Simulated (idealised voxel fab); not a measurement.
process module | voxel tone inversion
cross-section cut | 200 nm wide | cells 5 nm
A cross-section is a grid of square cells, given in bands from the top down. A band is one or more rows of cells.
Each band's line starts with the height of the band's top and of its bottom, in nm. Then come its materials from left to right, each with its width in nm. One material with "throughout" fills the band from edge to edge. "air" is empty space.
Height 0 is the level under which the wafer as received is all one material. The lowest band goes on downwards, as in "0 down".
A width such as "30 to 40" changes by the same amount from each row of cells to the next, from the band's top row to its bottom row.
"no change" after a step means that no cell of the cross-section changed.
closed voids: empty space of 8 cells or more with no open way to the top, each as width x height at its distance from the left edge, in nm
after a step's settings: what the simulator itself notes on the step
overlay nm, on a step with a mask: how far to the right of its planned place the mask lay; to the left if negative
plan
1 op RECEIVE | material Si
2 op CONFORMAL_DEP | material SiN | thk nm 5
3 op DIRECTIONAL_DEP | material aC | thk nm 20
4 op PATTERN | tone cover | mask id POSTS | material resist | width nm 25 | pitch nm 40 | thk nm 30 | overlay nm 0
5 op DIRECTIONAL_ETCH | etch materials aC | depth nm 20
6 op STRIP | etch materials resist
7 op FILL_DEP | material lowk | thk nm 10
8 op CMP | height nm 25
9 op STRIP | etch materials aC
10 op CONFORMAL_DEP | material TiN | thk nm 5
11 op FILL_DEP | material Cu | thk nm 10
12 op CMP | height nm 25
13 op CONFORMAL_DEP | material SiN | thk nm 5
as received, after step 1
  0 down: Si throughout
  closed voids: none
first wafer at the end, as planned
  30 to 25: SiN throughout
  25 to 10: lowk 45 | TiN 5 | Cu 15 | TiN 5 | lowk 15 | TiN 5 | Cu 15 | TiN 5 | lowk 15 | TiN 5 | Cu 15 | TiN 5 | lowk 50
  10 to 5: lowk 45 | TiN 25 | lowk 15 | TiN 25 | lowk 15 | TiN 25 | lowk 50
  5 to 0: SiN throughout
  0 down: Si throughout
  closed voids: none
second wafer at the end: like start, like plan, one mistake
  45 to 40: SiN throughout
  40 to 30: Cu throughout
  30 to 25: TiN 50 | Cu 15 | TiN 25 | Cu 15 | TiN 25 | Cu 15 | TiN 55
  25 to 10: lowk 45 | TiN 5 | Cu 15 | TiN 5 | lowk 15 | TiN 5 | Cu 15 | TiN 5 | lowk 15 | TiN 5 | Cu 15 | TiN 5 | lowk 50
  10 to 5: lowk 45 | TiN 25 | lowk 15 | TiN 25 | lowk 15 | TiN 25 | lowk 50
  5 to 0: SiN throughout
  0 down: Si throughout
  closed voids: none
what went wrong: step 12 was left out
at the end the second wafer has, in cells: 89 more of Cu | 31 more of TiN
